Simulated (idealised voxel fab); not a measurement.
process module | voxel ribs on slabs
cross-section cut | 165 nm wide | cells 5 nm
A cross-section is a grid of square cells, given in bands from the top down. A band is one or more rows of cells.
Each band's line starts with the height of the band's top and of its bottom, in nm. Then come its materials from left to right, each with its width in nm. One material with "throughout" fills the band from edge to edge. "air" is empty space.
Height 0 is the level under which the wafer as received is all one material. The lowest band goes on downwards, as in "0 down".
A width such as "30 to 40" changes by the same amount from each row of cells to the next, from the band's top row to its bottom row.
"no change" after a step means that no cell of the cross-section changed.
closed voids: empty space of 8 cells or more with no open way to the top, each as width x height at its distance from the left edge, in nm
after a step's settings: what the simulator itself notes on the step
overlay nm, on a step with a mask: how far to the right of its planned place the mask lay; to the left if negative
plan
1 op RECEIVE | material Si
2 op DIRECTIONAL_DEP | material SiO2 | thk nm 20
3 op DIRECTIONAL_DEP | material SiN | thk nm 20
4 op PATTERN | tone cover | mask id RIB | material resist | width nm 30 | thk nm 15 | overlay nm 0
5 op DIRECTIONAL_ETCH | etch materials SiN | depth nm 5
6 op STRIP | etch materials resist
7 op PATTERN | tone cover | mask id SLAB | material resist | width nm 70 | thk nm 20 | overlay nm 0
8 op DIRECTIONAL_ETCH | etch materials SiN | depth nm 15
9 op STRIP | etch materials resist
10 op FILL_DEP | material SiO2 | thk nm 25
11 op CMP | height nm 60
12 op DIRECTIONAL_DEP | material W | thk nm 5
13 op PATTERN | tone cover | mask id HEATER | material resist | width nm 40 | thk nm 15 | overlay nm 0
14 op DIRECTIONAL_ETCH | etch materials W | depth nm 5
15 op STRIP | etch materials resist
16 op CONFORMAL_DEP | material SiN | thk nm 5
as received, after step 1
  0 down: Si throughout
  closed voids: none
a wafer at the end: this start, this plan, one mistake
  70 to 65: air 55 | SiN 50 | air 60
  65 to 60: SiN 60 | W 40 | SiN 65
  60 to 20: SiO2 throughout
  20 to 0: SiN throughout
  0 down: Si throughout
  closed voids: none
what went wrong: steps 2 and 3 were swapped
